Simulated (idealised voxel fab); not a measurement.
You're looking at the process module voxel self aligned vias.
The figure presents cross-section cut, which has a width of 290 nm and is divided into square cells with an edge length of 5 nm.
In this document a cross-section is written as a grid of square cells. It is given as a series of bands, listed from the top down, and a band is one or more rows of cells. What a band's entry tells you: where the top is and where the bottom is, as heights in nm, and after that what lies inside, material by material from left to right, each with its width in nm. Empty space is written as the word "blank", and a single material marked with the word "everywhere" occupies the band from edge to edge. Height datum 0, below which the as-received substrate wafer is one material. Lowest band open at the bottom, running downward: "0 down". Think of "30 to 40" as a width that walks from the first number to the second as you go down the band, top row to bottom row, taking equal-sized steps from row to row. The cross-section has no changed cell in any step marked "nothing changed". Entry "closed voids". Content: empty spaces with no open connection to the top, size 8 cells or greater. Each: width x height at distance. Distance: from left edge. Unit: nm. If you see something after the settings on a step's line, that's the simulator's own remark about that step. overlay nm: for a step with a mask, the amount by which the mask lay right of where it was planned; a negative amount means left of it.
**The steps planned for the process are as follows**
| 1 | RECEIVE, material Si |
| 2 | CONFORMAL_DEP, material SiO2, thk nm 10 |
| 3 | CONFORMAL_DEP, material SiCN, thk nm 5 |
| 4 | DIRECTIONAL_DEP, material lowk, thk nm 20 |
| 5 | MASKED_ETCH, tone open, mask id LINES, width nm 25, pitch nm 65, etch materials lowk, depth nm 20, overlay nm 0 |
| 6 | CONFORMAL_DEP, material TiN, thk nm 5 |
| 7 | FILL_DEP, material Ru, thk nm 10 |
| 8 | CMP, height nm 35 |
| 9 | SELECTIVE_ETCH, etch materials W Ru TiN, depth nm 5 |
| 10 | FILL_DEP, material SiN, thk nm 10 |
| 11 | CMP, height nm 35 |
| 12 | DIRECTIONAL_DEP, material lowk, thk nm 15 |
| 13 | DIRECTIONAL_DEP, material aC, thk nm 10 |
| 14 | PATTERN, tone open, mask id VIAS, material resist, width nm 45, pitch nm 65, thk nm 25, overlay nm 0 |
| 15 | DIRECTIONAL_ETCH, etch materials aC, depth nm 10 |
| 16 | STRIP, etch materials resist |
| 17 | DIRECTIONAL_ETCH, etch materials lowk, depth nm 15 |
| 18 | DIRECTIONAL_ETCH, etch materials SiN, depth nm 5 |
| 19 | STRIP, etch materials aC |
| 20 | CONFORMAL_DEP, material TiN, thk nm 5 |
| 21 | FILL_DEP, material Ru, thk nm 5 |
| 22 | CMP, height nm 50 |
| 23 | CONFORMAL_DEP, material SiCN, thk nm 5 |
**As received (post step 1): cross-section**
0 down | Si everywhere
closed voids: none
**Wafer cross-section at end of module: start and plan as shown above, one execution error**
55 to 50 | SiCN everywhere
50 to 40 | 90 of lowk | 5 of TiN | 40 of Ru | 5 of TiN | 15 of lowk | 5 of TiN | 40 of Ru | 5 of TiN | 85 of lowk
40 to 35 | 90 of lowk | 15 of TiN | 15 of Ru | 20 of TiN | 15 of lowk | 15 of TiN | 15 of Ru | 20 of TiN | 85 of lowk
35 to 30 | 100 of lowk | 25 of TiN | 40 of lowk | 25 of TiN | 100 of lowk
30 to 20 | 100 of lowk | 5 of TiN | 15 of Ru | 5 of TiN | 40 of lowk | 5 of TiN | 15 of Ru | 5 of TiN | 100 of lowk
20 to 15 | 100 of lowk | 25 of TiN | 40 of lowk | 25 of TiN | 100 of lowk
15 to 10 | SiCN everywhere
10 to 0 | SiO2 everywhere
0 down | Si everywhere
closed voids: none
Finding, execution versus plan: it should be noted that step 14 was executed with settings other than those planned, the operation and settings actually applied being PATTERN, tone open, mask id VIAS, material resist, width nm 50, pitch nm 65, thk nm 25, overlay nm 0
